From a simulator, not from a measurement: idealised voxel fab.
Proc. module: voxel self aligned contacts
cross-section cut | 230 nm wide | cells 5 nm
Cross-section = grid of square cells, listed top down in bands; band = one or more rows. Band entry format. Leading values: height of top, height of bottom, nm. Remainder: materials in left-to-right order, each with its width in nm. Special words: "full width" on a single material, which then fills the band edge to edge; "blank", empty space. Heights are expressed relative to 0, this being the level below which the as-received wafer comprises one material exclusively. The lowest band is unbounded in the downward direction and is denoted as in "0 nm and below". Read "30 to 40" as a graded width: first number on top, second number at the bottom, same change between each pair of neighbouring rows. "no alteration" after a step means that no cell of the cross-section changed. Closed-off voids of 8+ cells (no open route to the top) go in "Voids, fully enclosed", written width x height at distance from the left edge, in nm. On a step's line, text after the settings is the simulator commenting on that step. Steps that use a mask can have "overlay nm" on their line. It says how far the mask sat to the right of where it was meant to be. Negative means to the left.

[The steps planned for the process are as follows]
1 RECEIVE: material Si
2 OXIDIZE: depth nm 5
3 DIRECTIONAL_DEP: material polySi, thk nm 25
4 DIRECTIONAL_DEP: material SiN, thk nm 15
5 MASKED_ETCH: tone cover, mask id GATE, width nm 30, pitch nm 65, etch materials SiN, depth nm 15, overlay nm 0
6 MASKED_ETCH: tone cover, mask id GATE, width nm 30, pitch nm 65, etch materials polySi, depth nm 25, overlay nm 0
7 CONFORMAL_DEP: material SiN, thk nm 5
8 DIRECTIONAL_ETCH: etch materials SiN, depth nm 5
9 FILL_DEP: material SiO2, thk nm 20
10 CMP: height nm 50
11 MASKED_ETCH: tone open, mask id CONTACT, width nm 45, pitch nm 65, etch materials SiO2, depth nm 55, overlay nm 0
12 CONFORMAL_DEP: material TiN, thk nm 5
13 FILL_DEP: material Ru, thk nm 5
14 CMP: height nm 50
15 CONFORMAL_DEP: material SiCN, thk nm 5

[Concerning the first of two wafers, which was run in accordance with the plan]

[Step 1 complete: cross-section of the wafer as received]
	0 nm and below = Si full width
	Voids, fully enclosed: none

[State of the wafer after step 2, shown in cross-section]
	0 nm to -5 nm = SiO2 full width
	Lower than -5, everything is as it was.

[State of the wafer after step 3, shown in cross-section]
	25 nm to 0 nm = polySi full width
	Lower than 0, everything is as it was.

[State of the wafer after step 4, shown in cross-section]
	40 nm to 25 nm = SiN full width
	Lower than 25, everything is as it was.

[State of the wafer after step 5, shown in cross-section]
	40 nm to 25 nm = 35 nm blank  30 nm SiN  35 nm blank  30 nm SiN  35 nm blank  30 nm SiN  35 nm blank
	Lower than 25, everything is as it was.

[State of the wafer after step 6, shown in cross-section]
	40 nm to 25 nm = 35 nm blank  30 nm SiN  35 nm blank  30 nm SiN  35 nm blank  30 nm SiN  35 nm blank
	25 nm to 0 nm = 35 nm blank  30 nm polySi  35 nm blank  30 nm polySi  35 nm blank  30 nm polySi  35 nm blank
	Lower than 0, everything is as it was.

[State of the wafer after step 7, shown in cross-section]
	45 nm to 25 nm = 30 nm blank  40 nm SiN  25 nm blank  40 nm SiN  25 nm blank  40 nm SiN  30 nm blank
	25 nm to 5 nm = 30 nm blank  5 nm SiN  30 nm polySi  5 nm SiN  25 nm blank  5 nm SiN  30 nm polySi  5 nm SiN  25 nm blank  5 nm SiN  30 nm polySi  5 nm SiN  30 nm blank
	5 nm to 0 nm = 35 nm SiN  30 nm polySi  35 nm SiN  30 nm polySi  35 nm SiN  30 nm polySi  35 nm SiN
	Lower than 0, everything is as it was.

[State of the wafer after step 8, shown in cross-section]
	40 nm to 25 nm = 30 nm blank  40 nm SiN  25 nm blank  40 nm SiN  25 nm blank  40 nm SiN  30 nm blank
	25 nm to 0 nm = 30 nm blank  5 nm SiN  30 nm polySi  5 nm SiN  25 nm blank  5 nm SiN  30 nm polySi  5 nm SiN  25 nm blank  5 nm SiN  30 nm polySi  5 nm SiN  30 nm blank
	Lower than 0, everything is as it was.

[State of the wafer after step 9, shown in cross-section]
	60 nm to 40 nm = SiO2 full width
	40 nm to 25 nm = 30 nm SiO2  40 nm SiN  25 nm SiO2  40 nm SiN  25 nm SiO2  40 nm SiN  30 nm SiO2
	25 nm to 0 nm = 30 nm SiO2  5 nm SiN  30 nm polySi  5 nm SiN  25 nm SiO2  5 nm SiN  30 nm polySi  5 nm SiN  25 nm SiO2  5 nm SiN  30 nm polySi  5 nm SiN  30 nm SiO2
	Lower than 0, everything is as it was.

[State of the wafer after step 10, shown in cross-section]
	50 nm to 40 nm = SiO2 full width
	Lower than 40, everything is as it was.

[State of the wafer after step 11, shown in cross-section]
	50 nm to 40 nm = 60 nm SiO2  45 nm blank  20 nm SiO2  45 nm blank  60 nm SiO2
	40 nm to 25 nm = 30 nm SiO2  40 nm SiN  25 nm blank  40 nm SiN  25 nm blank  40 nm SiN  30 nm SiO2
	25 nm to 0 nm = 30 nm SiO2  5 nm SiN  30 nm polySi  5 nm SiN  25 nm blank  5 nm SiN  30 nm polySi  5 nm SiN  25 nm blank  5 nm SiN  30 nm polySi  5 nm SiN  30 nm SiO2
	0 nm to -5 nm = 70 nm SiO2  25 nm blank  40 nm SiO2  25 nm blank  70 nm SiO2
	Lower than -5, everything is as it was.

[State of the wafer after step 12, shown in cross-section]
	55 nm to 50 nm = 65 nm TiN  35 nm blank  30 nm TiN  35 nm blank  65 nm TiN
	50 nm to 40 nm = 60 nm SiO2  5 to 15 nm TiN  35 to 15 nm blank  5 to 15 nm TiN  20 nm SiO2  5 to 15 nm TiN  35 to 15 nm blank  5 to 15 nm TiN  60 nm SiO2
	40 nm to 25 nm = 30 nm SiO2  40 nm SiN  5 nm TiN  15 nm blank  5 nm TiN  40 nm SiN  5 nm TiN  15 nm blank  5 nm TiN  40 nm SiN  30 nm SiO2
	25 nm to 0 nm = 30 nm SiO2  5 nm SiN  30 nm polySi  5 nm SiN  5 nm TiN  15 nm blank  5 nm TiN  5 nm SiN  30 nm polySi  5 nm SiN  5 nm TiN  15 nm blank  5 nm TiN  5 nm SiN  30 nm polySi  5 nm SiN  30 nm SiO2
	0 nm to -5 nm = 70 nm SiO2  25 nm TiN  40 nm SiO2  25 nm TiN  70 nm SiO2
	Lower than -5, everything is as it was.

[State of the wafer after step 13, shown in cross-section]
	60 nm to 55 nm = Ru full width
	55 nm to 50 nm = 65 nm TiN  35 nm Ru  30 nm TiN  35 nm Ru  65 nm TiN
	50 nm to 40 nm = 60 nm SiO2  5 to 15 nm TiN  35 to 15 nm Ru  5 to 15 nm TiN  20 nm SiO2  5 to 15 nm TiN  35 to 15 nm Ru  5 to 15 nm TiN  60 nm SiO2
	40 nm to 25 nm = 30 nm SiO2  40 nm SiN  5 nm TiN  15 nm Ru  5 nm TiN  40 nm SiN  5 nm TiN  15 nm Ru  5 nm TiN  40 nm SiN  30 nm SiO2
	25 nm to 0 nm = 30 nm SiO2  5 nm SiN  30 nm polySi  5 nm SiN  5 nm TiN  15 nm Ru  5 nm TiN  5 nm SiN  30 nm polySi  5 nm SiN  5 nm TiN  15 nm Ru  5 nm TiN  5 nm SiN  30 nm polySi  5 nm SiN  30 nm SiO2
	Lower than 0, everything is as it was.

[State of the wafer after step 14, shown in cross-section]
	50 nm to 40 nm = 60 nm SiO2  5 to 15 nm TiN  35 to 15 nm Ru  5 to 15 nm TiN  20 nm SiO2  5 to 15 nm TiN  35 to 15 nm Ru  5 to 15 nm TiN  60 nm SiO2
	Lower than 40, everything is as it was.

[State of the wafer after step 15, shown in cross-section]
	55 nm to 50 nm = SiCN full width
	Lower than 50, everything is as it was.

[Second Wafer (Identical Start and Plan, One Processing Error; Matches First Wafer Through Step 6)]

[Second wafer cross-section, taken as of the time the plan sets for step 7 to be done]
	35 nm to 25 nm = 35 nm blank  30 nm SiN  35 nm blank  30 nm SiN  35 nm blank  30 nm SiN  35 nm blank
	Lower than 25, everything is as it was.

[Second wafer cross-section, taken as of the time the plan sets for step 8 to be done]
	40 nm to 25 nm = 30 nm blank  40 nm SiN  25 nm blank  40 nm SiN  25 nm blank  40 nm SiN  30 nm blank
	25 nm to 5 nm = 30 nm blank  5 nm SiN  30 nm polySi  5 nm SiN  25 nm blank  5 nm SiN  30 nm polySi  5 nm SiN  25 nm blank  5 nm SiN  30 nm polySi  5 nm SiN  30 nm blank
	5 nm to 0 nm = 35 nm SiN  30 nm polySi  35 nm SiN  30 nm polySi  35 nm SiN  30 nm polySi  35 nm SiN
	Lower than 0, everything is as it was.

[Second wafer cross-section, taken as of the time the plan sets for step 9 to be done]
	60 nm to 40 nm = SiO2 full width
	40 nm to 25 nm = 30 nm SiO2  40 nm SiN  25 nm SiO2  40 nm SiN  25 nm SiO2  40 nm SiN  30 nm SiO2
	25 nm to 5 nm = 30 nm SiO2  5 nm SiN  30 nm polySi  5 nm SiN  25 nm SiO2  5 nm SiN  30 nm polySi  5 nm SiN  25 nm SiO2  5 nm SiN  30 nm polySi  5 nm SiN  30 nm SiO2
	Lower than 5, everything is as it was.

[Second wafer cross-section, taken as of the time the plan sets for step 10 to be done]
	50 nm to 40 nm = SiO2 full width
	Lower than 40, everything is as it was.

[Second wafer cross-section, taken as of the time the plan sets for step 11 to be done]
	50 nm to 40 nm = 60 nm SiO2  45 nm blank  20 nm SiO2  45 nm blank  60 nm SiO2
	40 nm to 25 nm = 30 nm SiO2  40 nm SiN  25 nm blank  40 nm SiN  25 nm blank  40 nm SiN  30 nm SiO2
	25 nm to 5 nm = 30 nm SiO2  5 nm SiN  30 nm polySi  5 nm SiN  25 nm blank  5 nm SiN  30 nm polySi  5 nm SiN  25 nm blank  5 nm SiN  30 nm polySi  5 nm SiN  30 nm SiO2
	Lower than 5, everything is as it was.

[Second wafer cross-section, taken as of the time the plan sets for step 12 to be done]
	55 nm to 50 nm = 65 nm TiN  35 nm blank  30 nm TiN  35 nm blank  65 nm TiN
	50 nm to 40 nm = 60 nm SiO2  5 to 15 nm TiN  35 to 15 nm blank  5 to 15 nm TiN  20 nm SiO2  5 to 15 nm TiN  35 to 15 nm blank  5 to 15 nm TiN  60 nm SiO2
	40 nm to 25 nm = 30 nm SiO2  40 nm SiN  5 nm TiN  15 nm blank  5 nm TiN  40 nm SiN  5 nm TiN  15 nm blank  5 nm TiN  40 nm SiN  30 nm SiO2
	25 nm to 10 nm = 30 nm SiO2  5 nm SiN  30 nm polySi  5 nm SiN  5 nm TiN  15 nm blank  5 nm TiN  5 nm SiN  30 nm polySi  5 nm SiN  5 nm TiN  15 nm blank  5 nm TiN  5 nm SiN  30 nm polySi  5 nm SiN  30 nm SiO2
	10 nm to 5 nm = 30 nm SiO2  5 nm SiN  30 nm polySi  5 nm SiN  25 nm TiN  5 nm SiN  30 nm polySi  5 nm SiN  25 nm TiN  5 nm SiN  30 nm polySi  5 nm SiN  30 nm SiO2
	Lower than 5, everything is as it was.

[Second wafer cross-section, taken as of the time the plan sets for step 13 to be done]
	60 nm to 55 nm = Ru full width
	55 nm to 50 nm = 65 nm TiN  35 nm Ru  30 nm TiN  35 nm Ru  65 nm TiN
	50 nm to 40 nm = 60 nm SiO2  5 to 15 nm TiN  35 to 15 nm Ru  5 to 15 nm TiN  20 nm SiO2  5 to 15 nm TiN  35 to 15 nm Ru  5 to 15 nm TiN  60 nm SiO2
	40 nm to 25 nm = 30 nm SiO2  40 nm SiN  5 nm TiN  15 nm Ru  5 nm TiN  40 nm SiN  5 nm TiN  15 nm Ru  5 nm TiN  40 nm SiN  30 nm SiO2
	25 nm to 10 nm = 30 nm SiO2  5 nm SiN  30 nm polySi  5 nm SiN  5 nm TiN  15 nm Ru  5 nm TiN  5 nm SiN  30 nm polySi  5 nm SiN  5 nm TiN  15 nm Ru  5 nm TiN  5 nm SiN  30 nm polySi  5 nm SiN  30 nm SiO2
	Lower than 10, everything is as it was.

[Second wafer cross-section, taken as of the time the plan sets for step 14 to be done]
	50 nm to 40 nm = 60 nm SiO2  5 to 15 nm TiN  35 to 15 nm Ru  5 to 15 nm TiN  20 nm SiO2  5 to 15 nm TiN  35 to 15 nm Ru  5 to 15 nm TiN  60 nm SiO2
	Lower than 40, everything is as it was.

[Second wafer cross-section, taken as of the time the plan sets for step 15 to be done]
	55 nm to 50 nm = SiCN full width
	Lower than 50, everything is as it was.
What was done differently from what was planned? a sequencing error occurred in which plan steps 7 and 8 were transposed
The closing comparison, in cells, has the second wafer with more or fewer of some materials than the first: 12 fewer of Ru; 22 more of SiN; 2 fewer of SiO2; 8 fewer of TiN
